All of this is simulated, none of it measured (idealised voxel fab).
A process module follows: voxel self aligned vias.
Cross-section cut spans 220 nm and uses square cells 5 nm in size.
In what follows, cross-sections appear as grids of square cells, described through bands that run from the top down, where every band is one or more rows of cells.
Quick guide to a band line: top height, bottom height (nm) up front; then every material left to right with its width in nm. Only one material and it's marked "edge to edge"? Then it fills the band edge to edge. And "empty" just means empty space.
Note: height 0 marks the level under which the wafer is uniformly one material as received. Lowest band unbounded below, written "0..down".
The expression "30..40" gives the width at the extremes of the band, the first number at its top row of cells and the second at its bottom row, with the width changing by equal amounts from each row to the next in between.
Basically "nothing was modified" means that step didn't change any cell in the cross-section.
Basically, "Enclosed void list" tells you about the enclosed voids: empty spaces with no open way to the top, 8 cells or bigger, each written width x height at distance, where distance is from the left edge, all in nm.
Heads up: the bit after the settings on a step's line is the simulator's remark on that step.
overlay nm, on a step with a mask: how far to the right of its planned place the mask lay; to the left if negative
### So here's the lineup of process steps we planned
1,RECEIVE [material Si]
2,CONFORMAL_DEP [material SiO2] [thk nm 10]
3,CONFORMAL_DEP [material SiCN] [thk nm 5]
4,DIRECTIONAL_DEP [material SiO2] [thk nm 25]
5,PATTERN [tone open] [mask id LINES] [material resist] [width nm 20] [pitch nm 50] [thk nm 15] [overlay nm 0]
6,DIRECTIONAL_ETCH [etch materials SiO2] [depth nm 25]
7,STRIP [etch materials resist]
8,CONFORMAL_DEP [material TiN] [thk nm 5]
9,FILL_DEP [material W] [thk nm 10]
10,CMP [height nm 40]
11,SELECTIVE_ETCH [etch materials W Ru TiN] [depth nm 5]
12,FILL_DEP [material SiN] [thk nm 10]
13,CMP [height nm 40]
14,DIRECTIONAL_DEP [material SiO2] [thk nm 15]
15,MASKED_ETCH [tone open] [mask id VIAS] [width nm 30] [pitch nm 100] [etch materials SiO2] [depth nm 15] [overlay nm 0]
16,MASKED_ETCH [tone open] [mask id VIAS] [width nm 30] [pitch nm 100] [etch materials SiN] [depth nm 5] [overlay nm 0]
17,CONFORMAL_DEP [material TiN] [thk nm 5]
18,FILL_DEP [material Ru] [thk nm 10]
19,CMP [height nm 55]
20,CONFORMAL_DEP [material SiN] [thk nm 5]
### Cross-section of the incoming wafer, state after step 1
- 0..down: Si edge to edge
- Enclosed void list: none
### Here's the cross-section of the first of our two wafers at the end of the module - it ran as planned
- 60..55: SiN edge to edge
- 55..45: 45 SiO2 / 5 TiN / 20 Ru / 5 TiN / 70 SiO2 / 5 TiN / 20 Ru / 5 TiN / 45 SiO2
- 45..40: 45 SiO2 / 10 TiN / 10 Ru / 10 TiN / 70 SiO2 / 10 TiN / 10 Ru / 10 TiN / 45 SiO2
- 40..35: 50 SiO2 / 20 TiN / 30 SiO2 / 20 SiN / 30 SiO2 / 20 TiN / 50 SiO2
- 35..20: 50 SiO2 / 5 TiN / 10 W / 5 TiN / 30 SiO2 / 5 TiN / 10 W / 5 TiN / 30 SiO2 / 5 TiN / 10 W / 5 TiN / 50 SiO2
- 20..15: 50 SiO2 / 20 TiN / 30 SiO2 / 20 TiN / 30 SiO2 / 20 TiN / 50 SiO2
- 15..10: SiCN edge to edge
- 10..0: SiO2 edge to edge
- 0..down: Si edge to edge
- Enclosed void list: none
### second wafer at the end: like start, like plan, one mistake
- 60..55: SiN edge to edge
- 55..45: 45 SiO2 / 5 TiN / 20 Ru / 5 TiN / 70 SiO2 / 5 TiN / 20 Ru / 5 TiN / 45 SiO2
- 45..40: 45 SiO2 / 30 TiN / 70 SiO2 / 30 TiN / 45 SiO2
- 40..35: 50 SiO2 / 5 TiN / 10 W / 5 TiN / 30 SiO2 / 5 SiN / 10 W / 5 SiN / 30 SiO2 / 5 TiN / 10 W / 5 TiN / 50 SiO2
- 35..20: 50 SiO2 / 5 TiN / 10 W / 5 TiN / 30 SiO2 / 5 TiN / 10 W / 5 TiN / 30 SiO2 / 5 TiN / 10 W / 5 TiN / 50 SiO2
- 20..15: 50 SiO2 / 20 TiN / 30 SiO2 / 20 TiN / 30 SiO2 / 20 TiN / 50 SiO2
- 15..10: SiCN edge to edge
- 10..0: SiO2 edge to edge
- 0..down: Si edge to edge
- Enclosed void list: none
The plan and the run diverged here: step 11 changed vs plan, executed as SELECTIVE_ETCH [etch materials TiN] [depth nm 5]
Cell-count delta at end, second wafer over first, by material: 4 fewer of Ru, 2 fewer of SiN, 6 more of W
